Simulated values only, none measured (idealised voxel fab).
This is a process module. Its name is voxel tone inversion.
Section cut is 285 nm wide and gridded with 5 nm square cells.
Cross-section, as written here: a square-cell grid given band by band from the top down, where a band holds one or more rows of cells. It is stipulated that each band's entry specify, in nanometres, the height of the top of the band and then that of its bottom, followed by the materials of the band in left-to-right sequence, each together with its width in nanometres. A single material marked by the word "full width" is understood to fill the band from edge to edge; the word "blank" is understood to denote empty space. Heights are measured from 0, the level below which the as-received wafer is all one material; the lowest band has no bottom and continues downward, written as in "top 0, no bottom". Top row gets the first number, bottom row gets the second, and each row in between changes by the same step: that is how a band width like "30..40" works. You'll sometimes find "no alterations made" written for a step, and that's the way of saying that nowhere in the cross-section did a cell change during that step. "Closed empty spaces" - sealed voids, min. 8 cells, no opening to top; format: width x height at distance (distance from left edge; nm throughout). The remark found on a step's line after its settings is issued by the simulator itself and pertains to that step. You can add "overlay nm" to a step's line. For a step with a mask, it describes how far the mask lay to the right of its planned position, and a negative number describes a lay to the left.
Process steps (planned):
- 1: RECEIVE,material Si
- 2: CONFORMAL_DEP,material SiN,thk nm 10
- 3: DIRECTIONAL_DEP,material aC,thk nm 15
- 4: PATTERN,tone cover,mask id POSTS,material resist,width nm 20,pitch nm 45,thk nm 20,overlay nm -15
- 5: DIRECTIONAL_ETCH,etch materials aC,depth nm 15
- 6: STRIP,etch materials resist
- 7: FILL_DEP,material SiO2,thk nm 10
- 8: CMP,height nm 25
- 9: STRIP,etch materials aC
Every wafer here starts from the same state; it is the step 4 overlay nm that distinguishes them, and the value the plan gives belongs to the first wafer.
Incoming state of the first of several wafers in cross-section: after step 1:
	top 0, no bottom  Si full width
	Closed empty spaces: none
Wafer cross-section (first of several) - module end, post step 9 (last step):
	top 25, bottom 10  SiO2 (95), blank (20), SiO2 (25), blank (20), SiO2 (125)
	top 10, bottom 0  SiN full width
	top 0, no bottom  Si full width
	Closed empty spaces: none
Cross-sectional depiction of the last of several wafers upon completion of the module:
	top 25, bottom 10  SiO2 (125), blank (20), SiO2 (25), blank (20), SiO2 (95)
	top 10, bottom 0  SiN full width
	top 0, no bottom  Si full width
	Closed empty spaces: none
Below, a row for every wafer. Read it as the end-of-module picture: for each material the wafer shows its cells gained (+) or lost (-) since it was received, and then its closed voids:
overlay nm -15 | +114 SiN | +147 SiO2 | Closed empty spaces: none
overlay nm -10 | +114 SiN | +147 SiO2 | Closed empty spaces: none
overlay nm -5 | +114 SiN | +147 SiO2 | Closed empty spaces: none
overlay nm 0 | +114 SiN | +147 SiO2 | Closed empty spaces: none
overlay nm 5 | +114 SiN | +147 SiO2 | Closed empty spaces: none
overlay nm 10 | +114 SiN | +147 SiO2 | Closed empty spaces: none
overlay nm 15 | +114 SiN | +147 SiO2 | Closed empty spaces: none
